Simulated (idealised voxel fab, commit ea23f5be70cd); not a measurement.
Process module heading - voxel self aligned contacts
Pictured: cross-section cut, 280 nm wide, on a grid of 5 nm square cells.
A cross-section in this document is a grid of square cells, and it is written down as bands, the top band listed before the ones below it; a band is made up of one or more rows of cells. Band entry format. Leading values: height of top, height of bottom, nm. Remainder: materials in left-to-right order, each with its width in nm. Special words: "all across" on a single material, which then fills the band edge to edge; "air", empty space. It should be noted that heights are counted from 0, beneath which the wafer as supplied is of one material throughout, and that the lowest band possesses no lower boundary but continues downward, as written in "0 and below". Read "30..40" as a graded width: first number on top, second number at the bottom, same change between each pair of neighbouring rows. "nothing different" (step): cross-section cells unchanged, all of them. "Sealed voids": sealed empty spaces, 8 cells or more, no open way to top, listed width x height at distance, with distance from the left edge and width, height and distance in nm. after a step's settings: what the simulator itself notes on the step. Each step line may optionally specify "overlay nm", which for a step with a mask gives the rightward distance between the mask's planned place and where it lay, a negative value indicating the leftward direction. Structure of the following material. The material consists of pairs of cross-sections. Each pair comprises the cross-section before one process step and the cross-section after that step, the latter shown only down to the lowest band that changed. The step between the cross-sections is specified beneath each pair, including its settings. Pairs are not necessarily consecutive: they may derive from different runs of this module performed on the same starting wafer. Continuity with the pair above is to be assumed only where the entry headed "Before the process" of the pair in question states it.

Before the process:
> 0 and below: Si all across
> Sealed voids: none

Section After Processing:
> 0 down to -5: SiO2 all across
> Rest of section, below -5: as before.
> Sealed voids: none
The before and after cross-sections above are linked by OXIDIZE (depth nm 5)

Before the process: as in the pair right above, post-step view.

Section After Processing:
> 20 down to 0: polySi all across
> Rest of section, below 0: as before.
> Sealed voids: none
The before and after cross-sections above are linked by DIRECTIONAL_DEP (material polySi; thk nm 20)

Before the process: as in the pair right above, post-step view.

Section After Processing:
> 45 down to 20: SiN all across
> Rest of section, below 20: as before.
> Sealed voids: none
The before and after cross-sections above are linked by DIRECTIONAL_DEP (material SiN; thk nm 25)

Before the process: as in the pair right above, post-step view.

Section After Processing:
> 55 down to 45: aC all across
> Rest of section, below 45: as before.
> Sealed voids: none
The before and after cross-sections above are linked by DIRECTIONAL_DEP (material aC; thk nm 10)

Before the process: as in the pair right above, post-step view.

Section After Processing:
> 80 down to 55: 85 nm air; 30 nm resist; 45 nm air; 30 nm resist; 90 nm air
> Rest of section, below 55: as before.
> Sealed voids: none
The before and after cross-sections above are linked by PATTERN (tone cover; mask id GATE; material resist; width nm 30; pitch nm 75; thk nm 25; overlay nm 0)

Before the process: as in the pair right above, post-step view.

Section After Processing:
> 70 down to 55: 85 nm air; 30 nm resist; 45 nm air; 30 nm resist; 90 nm air
> 55 down to 45: 85 nm air; 30 nm aC; 45 nm air; 30 nm aC; 90 nm air
> Rest of section, below 45: as before.
> Sealed voids: none
The before and after cross-sections above are linked by DIRECTIONAL_ETCH (etch materials aC; depth nm 10)

Before the process: as in the pair right above, post-step view.

Section After Processing:
> 55 down to 45: 85 nm air; 30 nm aC; 45 nm air; 30 nm aC; 90 nm air
> Rest of section, below 45: as before.
> Sealed voids: none
The before and after cross-sections above are linked by STRIP (etch materials resist)

Before the process: as in the pair right above, post-step view.

Section After Processing:
> 55 down to 45: 85 nm air; 30 nm aC; 45 nm air; 30 nm aC; 90 nm air
> 45 down to 20: 85 nm air; 30 nm SiN; 45 nm air; 30 nm SiN; 90 nm air
> Rest of section, below 20: as before.
> Sealed voids: none
The before and after cross-sections above are linked by DIRECTIONAL_ETCH (etch materials SiN; depth nm 25)

Before the process: as in the pair right above, post-step view.

Section After Processing:
> 55 down to 45: 85 nm air; 30 nm aC; 45 nm air; 30 nm aC; 90 nm air
> 45 down to 20: 85 nm air; 30 nm SiN; 45 nm air; 30 nm SiN; 90 nm air
> 20 down to 0: 85 nm air; 30 nm polySi; 45 nm air; 30 nm polySi; 90 nm air
> Rest of section, below 0: as before.
> Sealed voids: none
The before and after cross-sections above are linked by DIRECTIONAL_ETCH (etch materials polySi; depth nm 20)

Before the process: as in the pair right above, post-step view.

Section After Processing:
> 45 down to 20: 85 nm air; 30 nm SiN; 45 nm air; 30 nm SiN; 90 nm air
> Rest of section, below 20: as before.
> Sealed voids: none
The before and after cross-sections above are linked by STRIP (etch materials aC)

Before the process: as in the pair right above, post-step view.

Section After Processing:
> 55 down to 20: 75 nm air; 50 nm SiN; 25 nm air; 50 nm SiN; 80 nm air
> 20 down to 10: 75 nm air; 10 nm SiN; 30 nm polySi; 10 nm SiN; 25 nm air; 10 nm SiN; 30 nm polySi; 10 nm SiN; 80 nm air
> 10 down to 0: 85 nm SiN; 30 nm polySi; 45 nm SiN; 30 nm polySi; 90 nm SiN
> Rest of section, below 0: as before.
> Sealed voids: none
The before and after cross-sections above are linked by CONFORMAL_DEP (material SiN; thk nm 10)

Before the process: as in the pair right above, post-step view.

Section After Processing:
> 45 down to 20: 75 nm air; 50 nm SiN; 25 nm air; 50 nm SiN; 80 nm air
> 20 down to 0: 75 nm air; 10 nm SiN; 30 nm polySi; 10 nm SiN; 25 nm air; 10 nm SiN; 30 nm polySi; 10 nm SiN; 80 nm air
> Rest of section, below 0: as before.
> Sealed voids: none
The before and after cross-sections above are linked by DIRECTIONAL_ETCH (etch materials SiN; depth nm 10)

Before the process: as in the pair right above, post-step view.

Section After Processing:
> 60 down to 45: SiO2 all across
> 45 down to 20: 75 nm SiO2; 50 nm SiN; 25 nm SiO2; 50 nm SiN; 80 nm SiO2
> 20 down to 0: 75 nm SiO2; 10 nm SiN; 30 nm polySi; 10 nm SiN; 25 nm SiO2; 10 nm SiN; 30 nm polySi; 10 nm SiN; 80 nm SiO2
> Rest of section, below 0: as before.
> Sealed voids: none
The before and after cross-sections above are linked by FILL_DEP (material SiO2; thk nm 15)

Before the process: as in the pair right above, post-step view.

Section After Processing:
> 55 down to 45: SiO2 all across
> Rest of section, below 45: as before.
> Sealed voids: none
The before and after cross-sections above are linked by CMP (height nm 55)

Before the process: as in the pair right above, post-step view.

Section After Processing:
> 70 down to 55: 110 nm resist; 55 nm air; 115 nm resist
> Rest of section, below 55: as before.
> Sealed voids: none
The before and after cross-sections above are linked by PATTERN (tone open; mask id CONTACT; material resist; width nm 55; thk nm 15; overlay nm 0)

Before the process: as in the pair right above, post-step view.

Section After Processing:
> 70 down to 55: 110 nm resist; 55 nm air; 115 nm resist
> 55 down to 45: 110 nm SiO2; 55 nm air; 115 nm SiO2
> 45 down to 20: 75 nm SiO2; 50 nm SiN; 25 nm air; 50 nm SiN; 80 nm SiO2
> 20 down to 0: 75 nm SiO2; 10 nm SiN; 30 nm polySi; 10 nm SiN; 25 nm air; 10 nm SiN; 30 nm polySi; 10 nm SiN; 80 nm SiO2
> 0 down to -5: 125 nm SiO2; 25 nm air; 130 nm SiO2
> Rest of section, below -5: as before.
> Sealed voids: none
The before and after cross-sections above are linked by DIRECTIONAL_ETCH (etch materials SiO2; depth nm 60)

Before the process: as in the pair right above, post-step view.

Section After Processing:
> 55 down to 45: 110 nm SiO2; 55 nm air; 115 nm SiO2
> Rest of section, below 45: as before.
> Sealed voids: none
The before and after cross-sections above are linked by STRIP (etch materials resist)

Before the process: as in the pair right above, post-step view.

Section After Processing:
> 60 down to 55: 115 nm TiN; 45 nm air; 120 nm TiN
> 55 down to 45: 110 nm SiO2; 5..20 nm TiN; 45..15 nm air; 5..20 nm TiN; 115 nm SiO2
> 45 down to 20: 75 nm SiO2; 50 nm SiN; 5 nm TiN; 15 nm air; 5 nm TiN; 50 nm SiN; 80 nm SiO2
> 20 down to 0: 75 nm SiO2; 10 nm SiN; 30 nm polySi; 10 nm SiN; 5 nm TiN; 15 nm air; 5 nm TiN; 10 nm SiN; 30 nm polySi; 10 nm SiN; 80 nm SiO2
> 0 down to -5: 125 nm SiO2; 25 nm TiN; 130 nm SiO2
> Rest of section, below -5: as before.
> Sealed voids: none
The before and after cross-sections above are linked by CONFORMAL_DEP (material TiN; thk nm 5)

Before the process: as in the pair right above, post-step view.

Section After Processing:
> 70 down to 60: W all across
> 60 down to 55: 115 nm TiN; 45 nm W; 120 nm TiN
> 55 down to 45: 110 nm SiO2; 5..20 nm TiN; 45..15 nm W; 5..20 nm TiN; 115 nm SiO2
> 45 down to 20: 75 nm SiO2; 50 nm SiN; 5 nm TiN; 15 nm W; 5 nm TiN; 50 nm SiN; 80 nm SiO2
> 20 down to 0: 75 nm SiO2; 10 nm SiN; 30 nm polySi; 10 nm SiN; 5 nm TiN; 15 nm W; 5 nm TiN; 10 nm SiN; 30 nm polySi; 10 nm SiN; 80 nm SiO2
> Rest of section, below 0: as before.
> Sealed voids: none
The before and after cross-sections above are linked by FILL_DEP (material W; thk nm 10)

Before the process: as in the pair right above, post-step view.

Section After Processing:
> 55 down to 45: 110 nm SiO2; 5..20 nm TiN; 45..15 nm W; 5..20 nm TiN; 115 nm SiO2
> Rest of section, below 45: as before.
> Sealed voids: none
The before and after cross-sections above are linked by CMP (height nm 55)

Before the process: as in the pair right above, post-step view.

Section After Processing:
> 60 down to 55: SiCN all across
> Rest of section, below 55: as before.
> Sealed voids: none
The before and after cross-sections above are linked by CONFORMAL_DEP (material SiCN; thk nm 5)

Before the process:
> 0 and below: Si all across
> Sealed voids: none

Section After Processing:
> 20 down to 0: polySi all across
> Rest of section, below 0: as before.
> Sealed voids: none
The before and after cross-sections above are linked by DIRECTIONAL_DEP (material polySi; thk nm 20)

Before the process: as in the pair right above, post-step view.

Section After Processing:
> 45 down to 20: SiN all across
> Rest of section, below 20: as before.
> Sealed voids: none
The before and after cross-sections above are linked by DIRECTIONAL_DEP (material SiN; thk nm 25)

Before the process: as in the pair right above, post-step view.

Section After Processing:
> 55 down to 45: aC all across
> Rest of section, below 45: as before.
> Sealed voids: none
The before and after cross-sections above are linked by DIRECTIONAL_DEP (material aC; thk nm 10)

Before the process: as in the pair right above, post-step view.

Section After Processing:
> 80 down to 55: 85 nm air; 30 nm resist; 45 nm air; 30 nm resist; 90 nm air
> Rest of section, below 55: as before.
> Sealed voids: none
The before and after cross-sections above are linked by PATTERN (tone cover; mask id GATE; material resist; width nm 30; pitch nm 75; thk nm 25; overlay nm 0)

Before the process: as in the pair right above, post-step view.

Section After Processing:
> 70 down to 55: 85 nm air; 30 nm resist; 45 nm air; 30 nm resist; 90 nm air
> 55 down to 45: 85 nm air; 30 nm aC; 45 nm air; 30 nm aC; 90 nm air
> Rest of section, below 45: as before.
> Sealed voids: none
The before and after cross-sections above are linked by DIRECTIONAL_ETCH (etch materials aC; depth nm 10)

Before the process: as in the pair right above, post-step view.

Section After Processing:
> 55 down to 45: 85 nm air; 30 nm aC; 45 nm air; 30 nm aC; 90 nm air
> Rest of section, below 45: as before.
> Sealed voids: none
The before and after cross-sections above are linked by STRIP (etch materials resist)

Before the process: as in the pair right above, post-step view.

Section After Processing:
> 55 down to 45: 85 nm air; 30 nm aC; 45 nm air; 30 nm aC; 90 nm air
> 45 down to 20: 85 nm air; 30 nm SiN; 45 nm air; 30 nm SiN; 90 nm air
> Rest of section, below 20: as before.
> Sealed voids: none
The before and after cross-sections above are linked by DIRECTIONAL_ETCH (etch materials SiN; depth nm 25)

Before the process: as in the pair right above, post-step view.

Section After Processing:
> 55 down to 45: 85 nm air; 30 nm aC; 45 nm air; 30 nm aC; 90 nm air
> 45 down to 20: 85 nm air; 30 nm SiN; 45 nm air; 30 nm SiN; 90 nm air
> 20 down to 0: 85 nm air; 30 nm polySi; 45 nm air; 30 nm polySi; 90 nm air
> Rest of section, below 0: as before.
> Sealed voids: none
The before and after cross-sections above are linked by DIRECTIONAL_ETCH (etch materials polySi; depth nm 20)

Before the process: as in the pair right above, post-step view.

Section After Processing:
> 45 down to 20: 85 nm air; 30 nm SiN; 45 nm air; 30 nm SiN; 90 nm air
> Rest of section, below 20: as before.
> Sealed voids: none
The before and after cross-sections above are linked by STRIP (etch materials aC)

Before the process: as in the pair right above, post-step view.

Section After Processing:
> 55 down to 20: 75 nm air; 50 nm SiN; 25 nm air; 50 nm SiN; 80 nm air
> 20 down to 10: 75 nm air; 10 nm SiN; 30 nm polySi; 10 nm SiN; 25 nm air; 10 nm SiN; 30 nm polySi; 10 nm SiN; 80 nm air
> 10 down to 0: 85 nm SiN; 30 nm polySi; 45 nm SiN; 30 nm polySi; 90 nm SiN
> Rest of section, below 0: as before.
> Sealed voids: none
The before and after cross-sections above are linked by CONFORMAL_DEP (material SiN; thk nm 10)

Before the process: as in the pair right above, post-step view.

Section After Processing:
> 45 down to 20: 75 nm air; 50 nm SiN; 25 nm air; 50 nm SiN; 80 nm air
> 20 down to 0: 75 nm air; 10 nm SiN; 30 nm polySi; 10 nm SiN; 25 nm air; 10 nm SiN; 30 nm polySi; 10 nm SiN; 80 nm air
> Rest of section, below 0: as before.
> Sealed voids: none
The before and after cross-sections above are linked by DIRECTIONAL_ETCH (etch materials SiN; depth nm 10)

Before the process: as in the pair right above, post-step view.

Section After Processing:
> 60 down to 45: SiO2 all across
> 45 down to 20: 75 nm SiO2; 50 nm SiN; 25 nm SiO2; 50 nm SiN; 80 nm SiO2
> 20 down to 0: 75 nm SiO2; 10 nm SiN; 30 nm polySi; 10 nm SiN; 25 nm SiO2; 10 nm SiN; 30 nm polySi; 10 nm SiN; 80 nm SiO2
> Rest of section, below 0: as before.
> Sealed voids: none
The before and after cross-sections above are linked by FILL_DEP (material SiO2; thk nm 15)

Before the process: as in the pair right above, post-step view.

Section After Processing:
> 55 down to 45: SiO2 all across
> Rest of section, below 45: as before.
> Sealed voids: none
The before and after cross-sections above are linked by CMP (height nm 55)

Before the process: as in the pair right above, post-step view.

Section After Processing:
> 70 down to 55: 110 nm resist; 55 nm air; 115 nm resist
> Rest of section, below 55: as before.
> Sealed voids: none
The before and after cross-sections above are linked by PATTERN (tone open; mask id CONTACT; material resist; width nm 55; thk nm 15; overlay nm 0)

Before the process: as in the pair right above, post-step view.

Section After Processing:
> 70 down to 55: 110 nm resist; 55 nm air; 115 nm resist
> 55 down to 45: 110 nm SiO2; 55 nm air; 115 nm SiO2
> 45 down to 20: 75 nm SiO2; 50 nm SiN; 25 nm air; 50 nm SiN; 80 nm SiO2
> 20 down to 0: 75 nm SiO2; 10 nm SiN; 30 nm polySi; 10 nm SiN; 25 nm air; 10 nm SiN; 30 nm polySi; 10 nm SiN; 80 nm SiO2
> Rest of section, below 0: as before.
> Sealed voids: none
The before and after cross-sections above are linked by DIRECTIONAL_ETCH (etch materials SiO2; depth nm 60)

Before the process: as in the pair right above, post-step view.

Section After Processing:
> 55 down to 45: 110 nm SiO2; 55 nm air; 115 nm SiO2
> Rest of section, below 45: as before.
> Sealed voids: none
The before and after cross-sections above are linked by STRIP (etch materials resist)

Before the process: as in the pair right above, post-step view.

Section After Processing:
> 60 down to 55: 115 nm TiN; 45 nm air; 120 nm TiN
> 55 down to 45: 110 nm SiO2; 5..20 nm TiN; 45..15 nm air; 5..20 nm TiN; 115 nm SiO2
> 45 down to 20: 75 nm SiO2; 50 nm SiN; 5 nm TiN; 15 nm air; 5 nm TiN; 50 nm SiN; 80 nm SiO2
> 20 down to 5: 75 nm SiO2; 10 nm SiN; 30 nm polySi; 10 nm SiN; 5 nm TiN; 15 nm air; 5 nm TiN; 10 nm SiN; 30 nm polySi; 10 nm SiN; 80 nm SiO2
> 5 down to 0: 75 nm SiO2; 10 nm SiN; 30 nm polySi; 10 nm SiN; 25 nm TiN; 10 nm SiN; 30 nm polySi; 10 nm SiN; 80 nm SiO2
> Rest of section, below 0: as before.
> Sealed voids: none
The before and after cross-sections above are linked by CONFORMAL_DEP (material TiN; thk nm 5)

Before the process: as in the pair right above, post-step view.

Section After Processing:
> 70 down to 60: W all across
> 60 down to 55: 115 nm TiN; 45 nm W; 120 nm TiN
> 55 down to 45: 110 nm SiO2; 5..20 nm TiN; 45..15 nm W; 5..20 nm TiN; 115 nm SiO2
> 45 down to 20: 75 nm SiO2; 50 nm SiN; 5 nm TiN; 15 nm W; 5 nm TiN; 50 nm SiN; 80 nm SiO2
> 20 down to 5: 75 nm SiO2; 10 nm SiN; 30 nm polySi; 10 nm SiN; 5 nm TiN; 15 nm W; 5 nm TiN; 10 nm SiN; 30 nm polySi; 10 nm SiN; 80 nm SiO2
> Rest of section, below 5: as before.
> Sealed voids: none
The before and after cross-sections above are linked by FILL_DEP (material W; thk nm 10)

Before the process: as in the pair right above, post-step view.

Section After Processing:
> 55 down to 45: 110 nm SiO2; 5..20 nm TiN; 45..15 nm W; 5..20 nm TiN; 115 nm SiO2
> Rest of section, below 45: as before.
> Sealed voids: none
The before and after cross-sections above are linked by CMP (height nm 55)

Before the process: as in the pair right above, post-step view.

Section After Processing:
> 60 down to 55: SiCN all across
> Rest of section, below 55: as before.
> Sealed voids: none
The before and after cross-sections above are linked by CONFORMAL_DEP (material SiCN; thk nm 5)

Before the process:
> 20 down to 0: polySi all across
> 0 down to -5: SiO2 all across
> -5 and below: Si all across
> Sealed voids: none

Section After Processing:
> 40 down to 0: polySi all across
> Rest of section, below 0: as before.
> Sealed voids: none
The before and after cross-sections above are linked by DIRECTIONAL_DEP (material polySi; thk nm 20)

Before the process: as in the pair right above, post-step view.

Section After Processing:
> 65 down to 40: SiN all across
> Rest of section, below 40: as before.
> Sealed voids: none
The before and after cross-sections above are linked by DIRECTIONAL_DEP (material SiN; thk nm 25)

Before the process: as in the pair right above, post-step view.

Section After Processing:
> 75 down to 65: aC all across
> Rest of section, below 65: as before.
> Sealed voids: none
The before and after cross-sections above are linked by DIRECTIONAL_DEP (material aC; thk nm 10)

Before the process: as in the pair right above, post-step view.

Section After Processing:
> 100 down to 75: 85 nm air; 30 nm resist; 45 nm air; 30 nm resist; 90 nm air
> Rest of section, below 75: as before.
> Sealed voids: none
The before and after cross-sections above are linked by PATTERN (tone cover; mask id GATE; material resist; width nm 30; pitch nm 75; thk nm 25; overlay nm 0)

Before the process: as in the pair right above, post-step view.

Section After Processing:
> 90 down to 75: 85 nm air; 30 nm resist; 45 nm air; 30 nm resist; 90 nm air
> 75 down to 65: 85 nm air; 30 nm aC; 45 nm air; 30 nm aC; 90 nm air
> Rest of section, below 65: as before.
> Sealed voids: none
The before and after cross-sections above are linked by DIRECTIONAL_ETCH (etch materials aC; depth nm 10)

Before the process: as in the pair right above, post-step view.

Section After Processing:
> 75 down to 65: 85 nm air; 30 nm aC; 45 nm air; 30 nm aC; 90 nm air
> Rest of section, below 65: as before.
> Sealed voids: none
The before and after cross-sections above are linked by STRIP (etch materials resist)

Before the process: as in the pair right above, post-step view.

Section After Processing:
> 75 down to 65: 85 nm air; 30 nm aC; 45 nm air; 30 nm aC; 90 nm air
> 65 down to 40: 85 nm air; 30 nm SiN; 45 nm air; 30 nm SiN; 90 nm air
> Rest of section, below 40: as before.
> Sealed voids: none
The before and after cross-sections above are linked by DIRECTIONAL_ETCH (etch materials SiN; depth nm 25)

Before the process: as in the pair right above, post-step view.

Section After Processing:
> 75 down to 65: 85 nm air; 30 nm aC; 45 nm air; 30 nm aC; 90 nm air
> 65 down to 40: 85 nm air; 30 nm SiN; 45 nm air; 30 nm SiN; 90 nm air
> 40 down to 20: 85 nm air; 30 nm polySi; 45 nm air; 30 nm polySi; 90 nm air
> Rest of section, below 20: as before.
> Sealed voids: none
The before and after cross-sections above are linked by DIRECTIONAL_ETCH (etch materials polySi; depth nm 20)

Before the process: as in the pair right above, post-step view.

Section After Processing:
> 65 down to 40: 85 nm air; 30 nm SiN; 45 nm air; 30 nm SiN; 90 nm air
> Rest of section, below 40: as before.
> Sealed voids: none
The before and after cross-sections above are linked by STRIP (etch materials aC)

Before the process: as in the pair right above, post-step view.

Section After Processing:
> 75 down to 40: 75 nm air; 50 nm SiN; 25 nm air; 50 nm SiN; 80 nm air
> 40 down to 30: 75 nm air; 10 nm SiN; 30 nm polySi; 10 nm SiN; 25 nm air; 10 nm SiN; 30 nm polySi; 10 nm SiN; 80 nm air
> 30 down to 20: 85 nm SiN; 30 nm polySi; 45 nm SiN; 30 nm polySi; 90 nm SiN
> Rest of section, below 20: as before.
> Sealed voids: none
The before and after cross-sections above are linked by CONFORMAL_DEP (material SiN; thk nm 10)

Before the process: as in the pair right above, post-step view.

Section After Processing:
> 65 down to 40: 75 nm air; 50 nm SiN; 25 nm air; 50 nm SiN; 80 nm air
> 40 down to 20: 75 nm air; 10 nm SiN; 30 nm polySi; 10 nm SiN; 25 nm air; 10 nm SiN; 30 nm polySi; 10 nm SiN; 80 nm air
> Rest of section, below 20: as before.
> Sealed voids: none
The before and after cross-sections above are linked by DIRECTIONAL_ETCH (etch materials SiN; depth nm 10)

Before the process: as in the pair right above, post-step view.

Section After Processing:
> 80 down to 65: SiO2 all across
> 65 down to 40: 75 nm SiO2; 50 nm SiN; 25 nm SiO2; 50 nm SiN; 80 nm SiO2
> 40 down to 20: 75 nm SiO2; 10 nm SiN; 30 nm polySi; 10 nm SiN; 25 nm SiO2; 10 nm SiN; 30 nm polySi; 10 nm SiN; 80 nm SiO2
> Rest of section, below 20: as before.
> Sealed voids: none
The before and after cross-sections above are linked by FILL_DEP (material SiO2; thk nm 15)

Before the process: as in the pair right above, post-step view.

Section After Processing:
> 55 down to 40: 75 nm SiO2; 50 nm SiN; 25 nm SiO2; 50 nm SiN; 80 nm SiO2
> Rest of section, below 40: as before.
> Sealed voids: none
The before and after cross-sections above are linked by CMP (height nm 55)

Before the process: as in the pair right above, post-step view.

Section After Processing:
> 70 down to 55: 110 nm resist; 55 nm air; 115 nm resist
> Rest of section, below 55: as before.
> Sealed voids: none
The before and after cross-sections above are linked by PATTERN (tone open; mask id CONTACT; material resist; width nm 55; thk nm 15; overlay nm 0)

Before the process: as in the pair right above, post-step view.

Section After Processing:
> 70 down to 55: 110 nm resist; 55 nm air; 115 nm resist
> 55 down to 40: 75 nm SiO2; 50 nm SiN; 25 nm air; 50 nm SiN; 80 nm SiO2
> 40 down to 20: 75 nm SiO2; 10 nm SiN; 30 nm polySi; 10 nm SiN; 25 nm air; 10 nm SiN; 30 nm polySi; 10 nm SiN; 80 nm SiO2
> Rest of section, below 20: as before.
> Sealed voids: none
The before and after cross-sections above are linked by DIRECTIONAL_ETCH (etch materials SiO2; depth nm 60)

Before the process: as in the pair right above, post-step view.

Section After Processing:
> 55 down to 40: 75 nm SiO2; 50 nm SiN; 25 nm air; 50 nm SiN; 80 nm SiO2
> Rest of section, below 40: as before.
> Sealed voids: none
The before and after cross-sections above are linked by STRIP (etch materials resist)

Before the process: as in the pair right above, post-step view.

Section After Processing:
> 60 down to 55: 130 nm TiN; 15 nm air; 135 nm TiN
> 55 down to 40: 75 nm SiO2; 50 nm SiN; 5 nm TiN; 15 nm air; 5 nm TiN; 50 nm SiN; 80 nm SiO2
> 40 down to 25: 75 nm SiO2; 10 nm SiN; 30 nm polySi; 10 nm SiN; 5 nm TiN; 15 nm air; 5 nm TiN; 10 nm SiN; 30 nm polySi; 10 nm SiN; 80 nm SiO2
> 25 down to 20: 75 nm SiO2; 10 nm SiN; 30 nm polySi; 10 nm SiN; 25 nm TiN; 10 nm SiN; 30 nm polySi; 10 nm SiN; 80 nm SiO2
> Rest of section, below 20: as before.
> Sealed voids: none
The before and after cross-sections above are linked by CONFORMAL_DEP (material TiN; thk nm 5)

Before the process: as in the pair right above, post-step view.

Section After Processing:
> 70 down to 60: W all across
> 60 down to 55: 130 nm TiN; 15 nm W; 135 nm TiN
> 55 down to 40: 75 nm SiO2; 50 nm SiN; 5 nm TiN; 15 nm W; 5 nm TiN; 50 nm SiN; 80 nm SiO2
> 40 down to 25: 75 nm SiO2; 10 nm SiN; 30 nm polySi; 10 nm SiN; 5 nm TiN; 15 nm W; 5 nm TiN; 10 nm SiN; 30 nm polySi; 10 nm SiN; 80 nm SiO2
> Rest of section, below 25: as before.
> Sealed voids: none
The before and after cross-sections above are linked by FILL_DEP (material W; thk nm 10)

Before the process: as in the pair right above, post-step view.

Section After Processing:
> 55 down to 40: 75 nm SiO2; 50 nm SiN; 5 nm TiN; 15 nm W; 5 nm TiN; 50 nm SiN; 80 nm SiO2
> Rest of section, below 40: as before.
> Sealed voids: none
The before and after cross-sections above are linked by CMP (height nm 55)

Before the process: as in the pair right above, post-step view.

Section After Processing:
> 60 down to 55: SiCN all across
> Rest of section, below 55: as before.
> Sealed voids: none
The before and after cross-sections above are linked by CONFORMAL_DEP (material SiCN; thk nm 5)

Before the process:
> 20 down to 0: polySi all across
> 0 and below: Si all across
> Sealed voids: none

Section After Processing:
> 20 down to 15: SiO2 all across
> Rest of section, below 15: as before.
> Sealed voids: none
The before and after cross-sections above are linked by OXIDIZE (depth nm 5)

Before the process: as in the pair right above, post-step view.

Section After Processing:
> 45 down to 20: SiN all across
> Rest of section, below 20: as before.
> Sealed voids: none
The before and after cross-sections above are linked by DIRECTIONAL_DEP (material SiN; thk nm 25)

Before the process: as in the pair right above, post-step view.

Section After Processing:
> 55 down to 45: aC all across
> Rest of section, below 45: as before.
> Sealed voids: none
The before and after cross-sections above are linked by DIRECTIONAL_DEP (material aC; thk nm 10)

Before the process: as in the pair right above, post-step view.

Section After Processing:
> 80 down to 55: 85 nm air; 30 nm resist; 45 nm air; 30 nm resist; 90 nm air
> Rest of section, below 55: as before.
> Sealed voids: none
The before and after cross-sections above are linked by PATTERN (tone cover; mask id GATE; material resist; width nm 30; pitch nm 75; thk nm 25; overlay nm 0)

Before the process: as in the pair right above, post-step view.

Section After Processing:
> 70 down to 55: 85 nm air; 30 nm resist; 45 nm air; 30 nm resist; 90 nm air
> 55 down to 45: 85 nm air; 30 nm aC; 45 nm air; 30 nm aC; 90 nm air
> Rest of section, below 45: as before.
> Sealed voids: none
The before and after cross-sections above are linked by DIRECTIONAL_ETCH (etch materials aC; depth nm 10)

Before the process: as in the pair right above, post-step view.

Section After Processing:
> 55 down to 45: 85 nm air; 30 nm aC; 45 nm air; 30 nm aC; 90 nm air
> Rest of section, below 45: as before.
> Sealed voids: none
The before and after cross-sections above are linked by STRIP (etch materials resist)

Before the process: as in the pair right above, post-step view.

Section After Processing:
> 55 down to 45: 85 nm air; 30 nm aC; 45 nm air; 30 nm aC; 90 nm air
> 45 down to 20: 85 nm air; 30 nm SiN; 45 nm air; 30 nm SiN; 90 nm air
> Rest of section, below 20: as before.
> Sealed voids: none
The before and after cross-sections above are linked by DIRECTIONAL_ETCH (etch materials SiN; depth nm 25)

Before the process: as in the pair right above, post-step view.

Section After Processing:
> 45 down to 20: 85 nm air; 30 nm SiN; 45 nm air; 30 nm SiN; 90 nm air
> Rest of section, below 20: as before.
> Sealed voids: none
The before and after cross-sections above are linked by STRIP (etch materials aC)

Before the process: as in the pair right above, post-step view.

Section After Processing:
> 55 down to 30: 75 nm air; 50 nm SiN; 25 nm air; 50 nm SiN; 80 nm air
> 30 down to 20: SiN all across
> Rest of section, below 20: as before.
> Sealed voids: none
The before and after cross-sections above are linked by CONFORMAL_DEP (material SiN; thk nm 10)

Before the process: as in the pair right above, post-step view.

Section After Processing:
> 45 down to 20: 75 nm air; 50 nm SiN; 25 nm air; 50 nm SiN; 80 nm air
> Rest of section, below 20: as before.
> Sealed voids: none
The before and after cross-sections above are linked by DIRECTIONAL_ETCH (etch materials SiN; depth nm 10)

Before the process: as in the pair right above, post-step view.

Section After Processing:
> 60 down to 45: SiO2 all across
> 45 down to 20: 75 nm SiO2; 50 nm SiN; 25 nm SiO2; 50 nm SiN; 80 nm SiO2
> Rest of section, below 20: as before.
> Sealed voids: none
The before and after cross-sections above are linked by FILL_DEP (material SiO2; thk nm 15)

Before the process: as in the pair right above, post-step view.

Section After Processing:
> 55 down to 45: SiO2 all across
> Rest of section, below 45: as before.
> Sealed voids: none
The before and after cross-sections above are linked by CMP (height nm 55)

Before the process: as in the pair right above, post-step view.

Section After Processing:
> 70 down to 55: 110 nm resist; 55 nm air; 115 nm resist
> Rest of section, below 55: as before.
> Sealed voids: none
The before and after cross-sections above are linked by PATTERN (tone open; mask id CONTACT; material resist; width nm 55; thk nm 15; overlay nm 0)

Before the process: as in the pair right above, post-step view.

Section After Processing:
> 70 down to 55: 110 nm resist; 55 nm air; 115 nm resist
> 55 down to 45: 110 nm SiO2; 55 nm air; 115 nm SiO2
> 45 down to 20: 75 nm SiO2; 50 nm SiN; 25 nm air; 50 nm SiN; 80 nm SiO2
> 20 down to 15: 125 nm SiO2; 25 nm air; 130 nm SiO2
> Rest of section, below 15: as before.
> Sealed voids: none
The before and after cross-sections above are linked by DIRECTIONAL_ETCH (etch materials SiO2; depth nm 60)

Before the process: as in the pair right above, post-step view.

Section After Processing:
> 55 down to 45: 110 nm SiO2; 55 nm air; 115 nm SiO2
> Rest of section, below 45: as before.
> Sealed voids: none
The before and after cross-sections above are linked by STRIP (etch materials resist)

Before the process: as in the pair right above, post-step view.

Section After Processing:
> 60 down to 55: 115 nm TiN; 45 nm air; 120 nm TiN
> 55 down to 45: 110 nm SiO2; 5..20 nm TiN; 45..15 nm air; 5..20 nm TiN; 115 nm SiO2
> 45 down to 20: 75 nm SiO2; 50 nm SiN; 5 nm TiN; 15 nm air; 5 nm TiN; 50 nm SiN; 80 nm SiO2
> 20 down to 15: 125 nm SiO2; 25 nm TiN; 130 nm SiO2
> Rest of section, below 15: as before.
> Sealed voids: none
The before and after cross-sections above are linked by CONFORMAL_DEP (material TiN; thk nm 5)

Before the process: as in the pair right above, post-step view.

Section After Processing:
> 70 down to 60: W all across
> 60 down to 55: 115 nm TiN; 45 nm W; 120 nm TiN
> 55 down to 45: 110 nm SiO2; 5..20 nm TiN; 45..15 nm W; 5..20 nm TiN; 115 nm SiO2
> 45 down to 20: 75 nm SiO2; 50 nm SiN; 5 nm TiN; 15 nm W; 5 nm TiN; 50 nm SiN; 80 nm SiO2
> Rest of section, below 20: as before.
> Sealed voids: none
The before and after cross-sections above are linked by FILL_DEP (material W; thk nm 10)

Before the process: as in the pair right above, post-step view.

Section After Processing:
> 55 down to 45: 110 nm SiO2; 5..20 nm TiN; 45..15 nm W; 5..20 nm TiN; 115 nm SiO2
> Rest of section, below 45: as before.
> Sealed voids: none
The before and after cross-sections above are linked by CMP (height nm 55)
